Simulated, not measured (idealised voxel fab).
Process module, titled voxel ribs on slabs
The cross-section shown here is cut; it is 300 nm wide and divided into square cells measuring 5 nm on a side.
For the purposes of this document, a cross-section shall be understood as a grid of square cells, specified as bands listed in top-to-bottom order, each band consisting of one or more rows of cells. Per band: top height and bottom height in nm, followed by the left-to-right materials and their widths in nm; "everywhere" marks a single material spanning edge to edge, "blank" marks empty space. Below 0: as-received wafer, all one material; heights counted from there. Lowest band: no bottom, goes on down, written "0 down". When a width is written as two numbers, as in "30 to 40", the first number is the width in the top row of cells of the band and the second is the width in its bottom row, and the width changes by the same amount from each row to the next. Any step labelled "same as before" changed none of the cells in the cross-section. The label "Closed-off voids" introduces a list of the empty spaces, 8 cells or larger, that have no open way up to the top; each entry in it reads width x height at distance, where the distance is taken from the left edge and all three are stated in nm. It should be noted that, on the line of a given step, the content following the step's settings is a remark produced by the simulator itself with respect to that step. What "overlay nm" on a step's line means: if the step has a mask, that mask lay this far to the right of its planned place, or, when the value is negative, to the left. In what follows, pairs of cross-sections are presented, each taken before and after one process step, with the after cross-section shown only down to the lowest band that was altered; the step, together with its settings, is stated below the pair. The pairs may stem from different runs of this module on the same starting wafer; accordingly, a pair should be taken as continuing from the one above it solely where its entry headed "Incoming profile" indicates as much.

### Incoming profile
	0 down  Si everywhere
	Closed-off voids: none

### Post-Process Section
	25 to 0  SiO2 everywhere
	Below 0 it's all the same as before, nothing changed down there.
	Closed-off voids: none
Applied between the two views above: DIRECTIONAL_DEP, material SiO2, thk nm 25

Incoming profile: see the after view in the pair directly above.

### Post-Process Section
	45 to 25  polySi everywhere
	Below 25 it's all the same as before, nothing changed down there.
	Closed-off voids: none
Applied between the two views above: DIRECTIONAL_DEP, material polySi, thk nm 20

Incoming profile: see the after view in the pair directly above.

### Post-Process Section
	60 to 45  135 blank  30 resist  135 blank
	Below 45 it's all the same as before, nothing changed down there.
	Closed-off voids: none
Applied between the two views above: PATTERN, tone cover, mask id RIB, material resist, width nm 30, thk nm 15, overlay nm 0

Incoming profile: see the after view in the pair directly above.

### Post-Process Section
	60 to 45  135 blank  30 resist  135 blank
	45 to 30  135 blank  30 polySi  135 blank
	Below 30 it's all the same as before, nothing changed down there.
	Closed-off voids: none
Applied between the two views above: DIRECTIONAL_ETCH, etch materials polySi, depth nm 15

Incoming profile: see the after view in the pair directly above.

### Post-Process Section
	45 to 30  135 blank  30 polySi  135 blank
	Below 30 it's all the same as before, nothing changed down there.
	Closed-off voids: none
Applied between the two views above: STRIP, etch materials resist

Incoming profile: see the after view in the pair directly above.

### Post-Process Section
	65 to 45  105 blank  90 resist  105 blank
	45 to 30  105 blank  30 resist  30 polySi  30 resist  105 blank
	Below 30 it's all the same as before, nothing changed down there.
	Closed-off voids: none
Applied between the two views above: PATTERN, tone cover, mask id SLAB, material resist, width nm 90, thk nm 20, overlay nm 0

Incoming profile: see the after view in the pair directly above.

### Post-Process Section
	65 to 45  105 blank  90 resist  105 blank
	45 to 30  105 blank  30 resist  30 polySi  30 resist  105 blank
	30 to 25  105 blank  90 polySi  105 blank
	Below 25 it's all the same as before, nothing changed down there.
	Closed-off voids: none
Applied between the two views above: DIRECTIONAL_ETCH, etch materials polySi, depth nm 5

Incoming profile: see the after view in the pair directly above.

### Post-Process Section
	45 to 30  135 blank  30 polySi  135 blank
	Below 30 it's all the same as before, nothing changed down there.
	Closed-off voids: none
Applied between the two views above: STRIP, etch materials resist

Incoming profile: see the after view in the pair directly above.

### Post-Process Section
	65 to 45  SiO2 everywhere
	45 to 30  135 SiO2  30 polySi  135 SiO2
	30 to 25  105 SiO2  90 polySi  105 SiO2
	Below 25 it's all the same as before, nothing changed down there.
	Closed-off voids: none
Applied between the two views above: FILL_DEP, material SiO2, thk nm 20

Incoming profile: see the after view in the pair directly above.

### Post-Process Section
	60 to 45  SiO2 everywhere
	Below 45 it's all the same as before, nothing changed down there.
	Closed-off voids: none
Applied between the two views above: CMP, height nm 60

Incoming profile: see the after view in the pair directly above.

### Post-Process Section
	65 to 60  W everywhere
	Below 60 it's all the same as before, nothing changed down there.
	Closed-off voids: none
Applied between the two views above: DIRECTIONAL_DEP, material W, thk nm 5

Incoming profile: see the after view in the pair directly above.

### Post-Process Section
	85 to 65  130 blank  40 resist  130 blank
	Below 65 it's all the same as before, nothing changed down there.
	Closed-off voids: none
Applied between the two views above: PATTERN, tone cover, mask id HEATER, material resist, width nm 40, thk nm 20, overlay nm 0

Incoming profile: see the after view in the pair directly above.

### Post-Process Section
	85 to 65  130 blank  40 resist  130 blank
	65 to 60  130 blank  40 W  130 blank
	Below 60 it's all the same as before, nothing changed down there.
	Closed-off voids: none
Applied between the two views above: DIRECTIONAL_ETCH, etch materials W, depth nm 5

Incoming profile: see the after view in the pair directly above.

### Post-Process Section
	65 to 60  130 blank  40 W  130 blank
	Below 60 it's all the same as before, nothing changed down there.
	Closed-off voids: none
Applied between the two views above: STRIP, etch materials resist

Incoming profile: see the after view in the pair directly above.

### Post-Process Section
	70 to 65  125 blank  50 SiN  125 blank
	65 to 60  130 SiN  40 W  130 SiN
	Below 60 it's all the same as before, nothing changed down there.
	Closed-off voids: none
Applied between the two views above: CONFORMAL_DEP, material SiN, thk nm 5

### Incoming profile
	45 to 25  polySi everywhere
	25 to 0  SiO2 everywhere
	0 down  Si everywhere
	Closed-off voids: none

### Post-Process Section
	65 to 25  polySi everywhere
	Below 25 it's all the same as before, nothing changed down there.
	Closed-off voids: none
Applied between the two views above: DIRECTIONAL_DEP, material polySi, thk nm 20

Incoming profile: see the after view in the pair directly above.

### Post-Process Section
	80 to 65  135 blank  30 resist  135 blank
	Below 65 it's all the same as before, nothing changed down there.
	Closed-off voids: none
Applied between the two views above: PATTERN, tone cover, mask id RIB, material resist, width nm 30, thk nm 15, overlay nm 0

Incoming profile: see the after view in the pair directly above.

### Post-Process Section
	80 to 65  135 blank  30 resist  135 blank
	65 to 50  135 blank  30 polySi  135 blank
	Below 50 it's all the same as before, nothing changed down there.
	Closed-off voids: none
Applied between the two views above: DIRECTIONAL_ETCH, etch materials polySi, depth nm 15

Incoming profile: see the after view in the pair directly above.

### Post-Process Section
	65 to 50  135 blank  30 polySi  135 blank
	Below 50 it's all the same as before, nothing changed down there.
	Closed-off voids: none
Applied between the two views above: STRIP, etch materials resist

Incoming profile: see the after view in the pair directly above.

### Post-Process Section
	85 to 65  105 blank  90 resist  105 blank
	65 to 50  105 blank  30 resist  30 polySi  30 resist  105 blank
	Below 50 it's all the same as before, nothing changed down there.
	Closed-off voids: none
Applied between the two views above: PATTERN, tone cover, mask id SLAB, material resist, width nm 90, thk nm 20, overlay nm 0

Incoming profile: see the after view in the pair directly above.

### Post-Process Section
	85 to 65  105 blank  90 resist  105 blank
	65 to 50  105 blank  30 resist  30 polySi  30 resist  105 blank
	50 to 45  105 blank  90 polySi  105 blank
	Below 45 it's all the same as before, nothing changed down there.
	Closed-off voids: none
Applied between the two views above: DIRECTIONAL_ETCH, etch materials polySi, depth nm 5

Incoming profile: see the after view in the pair directly above.

### Post-Process Section
	65 to 50  135 blank  30 polySi  135 blank
	Below 50 it's all the same as before, nothing changed down there.
	Closed-off voids: none
Applied between the two views above: STRIP, etch materials resist

Incoming profile: see the after view in the pair directly above.

### Post-Process Section
	85 to 65  SiO2 everywhere
	65 to 50  135 SiO2  30 polySi  135 SiO2
	50 to 45  105 SiO2  90 polySi  105 SiO2
	Below 45 it's all the same as before, nothing changed down there.
	Closed-off voids: none
Applied between the two views above: FILL_DEP, material SiO2, thk nm 20

Incoming profile: see the after view in the pair directly above.

### Post-Process Section
	60 to 50  135 SiO2  30 polySi  135 SiO2
	Below 50 it's all the same as before, nothing changed down there.
	Closed-off voids: none
Applied between the two views above: CMP, height nm 60

Incoming profile: see the after view in the pair directly above.

### Post-Process Section
	65 to 60  W everywhere
	Below 60 it's all the same as before, nothing changed down there.
	Closed-off voids: none
Applied between the two views above: DIRECTIONAL_DEP, material W, thk nm 5

Incoming profile: see the after view in the pair directly above.

### Post-Process Section
	85 to 65  130 blank  40 resist  130 blank
	Below 65 it's all the same as before, nothing changed down there.
	Closed-off voids: none
Applied between the two views above: PATTERN, tone cover, mask id HEATER, material resist, width nm 40, thk nm 20, overlay nm 0

Incoming profile: see the after view in the pair directly above.

### Post-Process Section
	85 to 65  130 blank  40 resist  130 blank
	65 to 60  130 blank  40 W  130 blank
	Below 60 it's all the same as before, nothing changed down there.
	Closed-off voids: none
Applied between the two views above: DIRECTIONAL_ETCH, etch materials W, depth nm 5

Incoming profile: see the after view in the pair directly above.

### Post-Process Section
	65 to 60  130 blank  40 W  130 blank
	Below 60 it's all the same as before, nothing changed down there.
	Closed-off voids: none
Applied between the two views above: STRIP, etch materials resist

Incoming profile: see the after view in the pair directly above.

### Post-Process Section
	70 to 65  125 blank  50 SiN  125 blank
	65 to 60  130 SiN  40 W  130 SiN
	Below 60 it's all the same as before, nothing changed down there.
	Closed-off voids: none
Applied between the two views above: CONFORMAL_DEP, material SiN, thk nm 5

### Incoming profile
	0 down  Si everywhere
	Closed-off voids: none

### Post-Process Section
	20 to 0  polySi everywhere
	Below 0 it's all the same as before, nothing changed down there.
	Closed-off voids: none
Applied between the two views above: DIRECTIONAL_DEP, material polySi, thk nm 20

Incoming profile: see the after view in the pair directly above.

### Post-Process Section
	45 to 20  SiO2 everywhere
	Below 20 it's all the same as before, nothing changed down there.
	Closed-off voids: none
Applied between the two views above: DIRECTIONAL_DEP, material SiO2, thk nm 25

Incoming profile: see the after view in the pair directly above.

### Post-Process Section
	60 to 45  135 blank  30 resist  135 blank
	Below 45 it's all the same as before, nothing changed down there.
	Closed-off voids: none
Applied between the two views above: PATTERN, tone cover, mask id RIB, material resist, width nm 30, thk nm 15, overlay nm 0

Incoming profile: see the after view in the pair directly above.

### Post-Process Section
	45 to 20  SiO2 everywhere
	Below 20 it's all the same as before, nothing changed down there.
	Closed-off voids: none
Applied between the two views above: STRIP, etch materials resist

Incoming profile: see the after view in the pair directly above.

### Post-Process Section
	65 to 45  105 blank  90 resist  105 blank
	Below 45 it's all the same as before, nothing changed down there.
	Closed-off voids: none
Applied between the two views above: PATTERN, tone cover, mask id SLAB, material resist, width nm 90, thk nm 20, overlay nm 0

Incoming profile: see the after view in the pair directly above.

### Post-Process Section
	45 to 20  SiO2 everywhere
	Below 20 it's all the same as before, nothing changed down there.
	Closed-off voids: none
Applied between the two views above: STRIP, etch materials resist

Incoming profile: see the after view in the pair directly above.

### Post-Process Section
	65 to 20  SiO2 everywhere
	Below 20 it's all the same as before, nothing changed down there.
	Closed-off voids: none
Applied between the two views above: FILL_DEP, material SiO2, thk nm 20

Incoming profile: see the after view in the pair directly above.

### Post-Process Section
	60 to 20  SiO2 everywhere
	Below 20 it's all the same as before, nothing changed down there.
	Closed-off voids: none
Applied between the two views above: CMP, height nm 60

Incoming profile: see the after view in the pair directly above.

### Post-Process Section
	65 to 60  W everywhere
	Below 60 it's all the same as before, nothing changed down there.
	Closed-off voids: none
Applied between the two views above: DIRECTIONAL_DEP, material W, thk nm 5

Incoming profile: see the after view in the pair directly above.

### Post-Process Section
	85 to 65  130 blank  40 resist  130 blank
	Below 65 it's all the same as before, nothing changed down there.
	Closed-off voids: none
Applied between the two views above: PATTERN, tone cover, mask id HEATER, material resist, width nm 40, thk nm 20, overlay nm 0

Incoming profile: see the after view in the pair directly above.

### Post-Process Section
	85 to 65  130 blank  40 resist  130 blank
	65 to 60  130 blank  40 W  130 blank
	Below 60 it's all the same as before, nothing changed down there.
	Closed-off voids: none
Applied between the two views above: DIRECTIONAL_ETCH, etch materials W, depth nm 5

Incoming profile: see the after view in the pair directly above.

### Post-Process Section
	65 to 60  130 blank  40 W  130 blank
	Below 60 it's all the same as before, nothing changed down there.
	Closed-off voids: none
Applied between the two views above: STRIP, etch materials resist

Incoming profile: see the after view in the pair directly above.

### Post-Process Section
	70 to 65  125 blank  50 SiN  125 blank
	65 to 60  130 SiN  40 W  130 SiN
	Below 60 it's all the same as before, nothing changed down there.
	Closed-off voids: none
Applied between the two views above: CONFORMAL_DEP, material SiN, thk nm 5

### Incoming profile
	65 to 45  SiO2 everywhere
	45 to 30  135 SiO2  30 polySi  135 SiO2
	30 to 25  105 SiO2  90 polySi  105 SiO2
	25 to 0  SiO2 everywhere
	0 down  Si everywhere
	Closed-off voids: none

### Post-Process Section
	55 to 45  SiO2 everywhere
	Below 45 it's all the same as before, nothing changed down there.
	Closed-off voids: none
Applied between the two views above: CMP, height nm 55

Incoming profile: see the after view in the pair directly above.

### Post-Process Section
	60 to 55  W everywhere
	Below 55 it's all the same as before, nothing changed down there.
	Closed-off voids: none
Applied between the two views above: DIRECTIONAL_DEP, material W, thk nm 5

Incoming profile: see the after view in the pair directly above.

### Post-Process Section
	80 to 60  130 blank  40 resist  130 blank
	Below 60 it's all the same as before, nothing changed down there.
	Closed-off voids: none
Applied between the two views above: PATTERN, tone cover, mask id HEATER, material resist, width nm 40, thk nm 20, overlay nm 0

Incoming profile: see the after view in the pair directly above.

### Post-Process Section
	80 to 60  130 blank  40 resist  130 blank
	60 to 55  130 blank  40 W  130 blank
	Below 55 it's all the same as before, nothing changed down there.
	Closed-off voids: none
Applied between the two views above: DIRECTIONAL_ETCH, etch materials W, depth nm 5

Incoming profile: see the after view in the pair directly above.

### Post-Process Section
	60 to 55  130 blank  40 W  130 blank
	Below 55 it's all the same as before, nothing changed down there.
	Closed-off voids: none
Applied between the two views above: STRIP, etch materials resist

Incoming profile: see the after view in the pair directly above.

### Post-Process Section
	65 to 60  125 blank  50 SiN  125 blank
	60 to 55  130 SiN  40 W  130 SiN
	Below 55 it's all the same as before, nothing changed down there.
	Closed-off voids: none
Applied between the two views above: CONFORMAL_DEP, material SiN, thk nm 5

### Incoming profile
	45 to 25  polySi everywhere
	25 to 0  SiO2 everywhere
	0 down  Si everywhere
	Closed-off voids: none

### Post-Process Section
	60 to 45  140 blank  25 resist  135 blank
	Below 45 it's all the same as before, nothing changed down there.
	Closed-off voids: none
Applied between the two views above: PATTERN, tone cover, mask id RIB, material resist, width nm 25, thk nm 15, overlay nm 0

Incoming profile: see the after view in the pair directly above.

### Post-Process Section
	60 to 45  140 blank  25 resist  135 blank
	45 to 30  140 blank  25 polySi  135 blank
	Below 30 it's all the same as before, nothing changed down there.
	Closed-off voids: none
Applied between the two views above: DIRECTIONAL_ETCH, etch materials polySi, depth nm 15

Incoming profile: see the after view in the pair directly above.

### Post-Process Section
	45 to 30  140 blank  25 polySi  135 blank
	Below 30 it's all the same as before, nothing changed down there.
	Closed-off voids: none
Applied between the two views above: STRIP, etch materials resist

Incoming profile: see the after view in the pair directly above.

### Post-Process Section
	65 to 45  105 blank  90 resist  105 blank
	45 to 30  105 blank  35 resist  25 polySi  30 resist  105 blank
	Below 30 it's all the same as before, nothing changed down there.
	Closed-off voids: none
Applied between the two views above: PATTERN, tone cover, mask id SLAB, material resist, width nm 90, thk nm 20, overlay nm 0

Incoming profile: see the after view in the pair directly above.

### Post-Process Section
	65 to 45  105 blank  90 resist  105 blank
	45 to 30  105 blank  35 resist  25 polySi  30 resist  105 blank
	30 to 25  105 blank  90 polySi  105 blank
	Below 25 it's all the same as before, nothing changed down there.
	Closed-off voids: none
Applied between the two views above: DIRECTIONAL_ETCH, etch materials polySi, depth nm 5

Incoming profile: see the after view in the pair directly above.

### Post-Process Section
	45 to 30  140 blank  25 polySi  135 blank
	Below 30 it's all the same as before, nothing changed down there.
	Closed-off voids: none
Applied between the two views above: STRIP, etch materials resist

Incoming profile: see the after view in the pair directly above.

### Post-Process Section
	65 to 45  SiO2 everywhere
	45 to 30  140 SiO2  25 polySi  135 SiO2
	30 to 25  105 SiO2  90 polySi  105 SiO2
	Below 25 it's all the same as before, nothing changed down there.
	Closed-off voids: none
Applied between the two views above: FILL_DEP, material SiO2, thk nm 20

Incoming profile: see the after view in the pair directly above.

### Post-Process Section
	60 to 45  SiO2 everywhere
	Below 45 it's all the same as before, nothing changed down there.
	Closed-off voids: none
Applied between the two views above: CMP, height nm 60

Incoming profile: see the after view in the pair directly above.

### Post-Process Section
	65 to 60  W everywhere
	Below 60 it's all the same as before, nothing changed down there.
	Closed-off voids: none
Applied between the two views above: DIRECTIONAL_DEP, material W, thk nm 5

Incoming profile: see the after view in the pair directly above.

### Post-Process Section
	85 to 65  130 blank  40 resist  130 blank
	Below 65 it's all the same as before, nothing changed down there.
	Closed-off voids: none
Applied between the two views above: PATTERN, tone cover, mask id HEATER, material resist, width nm 40, thk nm 20, overlay nm 0

Incoming profile: see the after view in the pair directly above.

### Post-Process Section
	85 to 65  130 blank  40 resist  130 blank
	65 to 60  130 blank  40 W  130 blank
	Below 60 it's all the same as before, nothing changed down there.
	Closed-off voids: none
Applied between the two views above: DIRECTIONAL_ETCH, etch materials W, depth nm 5

Incoming profile: see the after view in the pair directly above.

### Post-Process Section
	65 to 60  130 blank  40 W  130 blank
	Below 60 it's all the same as before, nothing changed down there.
	Closed-off voids: none
Applied between the two views above: STRIP, etch materials resist

Incoming profile: see the after view in the pair directly above.

### Post-Process Section
	70 to 65  125 blank  50 SiN  125 blank
	65 to 60  130 SiN  40 W  130 SiN
	Below 60 it's all the same as before, nothing changed down there.
	Closed-off voids: none
Applied between the two views above: CONFORMAL_DEP, material SiN, thk nm 5

### Incoming profile
	65 to 60  W everywhere
	60 to 45  SiO2 everywhere
	45 to 30  135 SiO2  30 polySi  135 SiO2
	30 to 25  105 SiO2  90 polySi  105 SiO2
	25 to 0  SiO2 everywhere
	0 down  Si everywhere
	Closed-off voids: none

### Post-Process Section
	85 to 65  135 blank  40 resist  125 blank
	Below 65 it's all the same as before, nothing changed down there.
	Closed-off voids: none
Applied between the two views above: PATTERN, tone cover, mask id HEATER, material resist, width nm 40, thk nm 20, overlay nm 5

Incoming profile: see the after view in the pair directly above.

### Post-Process Section
	85 to 65  135 blank  40 resist  125 blank
	65 to 60  135 blank  40 W  125 blank
	Below 60 it's all the same as before, nothing changed down there.
	Closed-off voids: none
Applied between the two views above: DIRECTIONAL_ETCH, etch materials W, depth nm 5

Incoming profile: see the after view in the pair directly above.

### Post-Process Section
	65 to 60  135 blank  40 W  125 blank
	Below 60 it's all the same as before, nothing changed down there.
	Closed-off voids: none
Applied between the two views above: STRIP, etch materials resist

Incoming profile: see the after view in the pair directly above.

### Post-Process Section
	70 to 65  130 blank  50 SiN  120 blank
	65 to 60  135 SiN  40 W  125 SiN
	Below 60 it's all the same as before, nothing changed down there.
	Closed-off voids: none
Applied between the two views above: CONFORMAL_DEP, material SiN, thk nm 5

### Incoming profile
	45 to 30  135 blank  30 polySi  135 blank
	30 to 25  105 blank  90 polySi  105 blank
	25 to 0  SiO2 everywhere
	0 down  Si everywhere
	Closed-off voids: none

### Post-Process Section
	65 to 25  polySi everywhere
	Below 25 it's all the same as before, nothing changed down there.
	Closed-off voids: none
Applied between the two views above: FILL_DEP, material polySi, thk nm 20

Incoming profile: see the after view in the pair directly above.

### Post-Process Section
	60 to 25  polySi everywhere
	Below 25 it's all the same as before, nothing changed down there.
	Closed-off voids: none
Applied between the two views above: CMP, height nm 60

Incoming profile: see the after view in the pair directly above.

### Post-Process Section
	65 to 60  W everywhere
	Below 60 it's all the same as before, nothing changed down there.
	Closed-off voids: none
Applied between the two views above: DIRECTIONAL_DEP, material W, thk nm 5

Incoming profile: see the after view in the pair directly above.

### Post-Process Section
	85 to 65  130 blank  40 resist  130 blank
	Below 65 it's all the same as before, nothing changed down there.
	Closed-off voids: none
Applied between the two views above: PATTERN, tone cover, mask id HEATER, material resist, width nm 40, thk nm 20, overlay nm 0

Incoming profile: see the after view in the pair directly above.

### Post-Process Section
	85 to 65  130 blank  40 resist  130 blank
	65 to 60  130 blank  40 W  130 blank
	Below 60 it's all the same as before, nothing changed down there.
	Closed-off voids: none
Applied between the two views above: DIRECTIONAL_ETCH, etch materials W, depth nm 5

Incoming profile: see the after view in the pair directly above.

### Post-Process Section
	65 to 60  130 blank  40 W  130 blank
	Below 60 it's all the same as before, nothing changed down there.
	Closed-off voids: none
Applied between the two views above: STRIP, etch materials resist

Incoming profile: see the after view in the pair directly above.

### Post-Process Section
	70 to 65  125 blank  50 SiN  125 blank
	65 to 60  130 SiN  40 W  130 SiN
	Below 60 it's all the same as before, nothing changed down there.
	Closed-off voids: none
Applied between the two views above: CONFORMAL_DEP, material SiN, thk nm 5

### Incoming profile
	45 to 30  135 blank  30 polySi  135 blank
	30 to 25  polySi everywhere
	25 to 0  SiO2 everywhere
	0 down  Si everywhere
	Closed-off voids: none

### Post-Process Section
	65 to 45  105 resist  90 blank  105 resist
	45 to 30  105 resist  30 blank  30 polySi  30 blank  105 resist
	Below 30 it's all the same as before, nothing changed down there.
	Closed-off voids: none
Applied between the two views above: PATTERN, tone open, mask id SLAB, material resist, width nm 90, thk nm 20, overlay nm 0

Incoming profile: see the after view in the pair directly above.

### Post-Process Section
	65 to 40  105 resist  90 blank  105 resist
	40 to 30  105 resist  30 blank  30 polySi  30 blank  105 resist
	30 to 25  105 polySi  30 blank  30 polySi  30 blank  105 polySi
	Below 25 it's all the same as before, nothing changed down there.
	Closed-off voids: none
Applied between the two views above: DIRECTIONAL_ETCH, etch materials polySi, depth nm 5

Incoming profile: see the after view in the pair directly above.

### Post-Process Section
	40 to 30  135 blank  30 polySi  135 blank
	Below 30 it's all the same as before, nothing changed down there.
	Closed-off voids: none
Applied between the two views above: STRIP, etch materials resist

Incoming profile: see the after view in the pair directly above.

### Post-Process Section
	60 to 40  SiO2 everywhere
	40 to 30  135 SiO2  30 polySi  135 SiO2
	30 to 25  105 polySi  30 SiO2  30 polySi  30 SiO2  105 polySi
	Below 25 it's all the same as before, nothing changed down there.
	Closed-off voids: none
Applied between the two views above: FILL_DEP, material SiO2, thk nm 20

Incoming profile: see the after view in the pair directly above.

### Post-Process Section
	65 to 60  W everywhere
	Below 60 it's all the same as before, nothing changed down there.
	Closed-off voids: none
Applied between the two views above: DIRECTIONAL_DEP, material W, thk nm 5

Incoming profile: see the after view in the pair directly above.

### Post-Process Section
	85 to 65  130 blank  40 resist  130 blank
	Below 65 it's all the same as before, nothing changed down there.
	Closed-off voids: none
Applied between the two views above: PATTERN, tone cover, mask id HEATER, material resist, width nm 40, thk nm 20, overlay nm 0

Incoming profile: see the after view in the pair directly above.

### Post-Process Section
	85 to 65  130 blank  40 resist  130 blank
	65 to 60  130 blank  40 W  130 blank
	Below 60 it's all the same as before, nothing changed down there.
	Closed-off voids: none
Applied between the two views above: DIRECTIONAL_ETCH, etch materials W, depth nm 5

Incoming profile: see the after view in the pair directly above.

### Post-Process Section
	65 to 60  130 blank  40 W  130 blank
	Below 60 it's all the same as before, nothing changed down there.
	Closed-off voids: none
Applied between the two views above: STRIP, etch materials resist

Incoming profile: see the after view in the pair directly above.

### Post-Process Section
	70 to 65  125 blank  50 SiN  125 blank
	65 to 60  130 SiN  40 W  130 SiN
	Below 60 it's all the same as before, nothing changed down there.
	Closed-off voids: none
Applied between the two views above: CONFORMAL_DEP, material SiN, thk nm 5
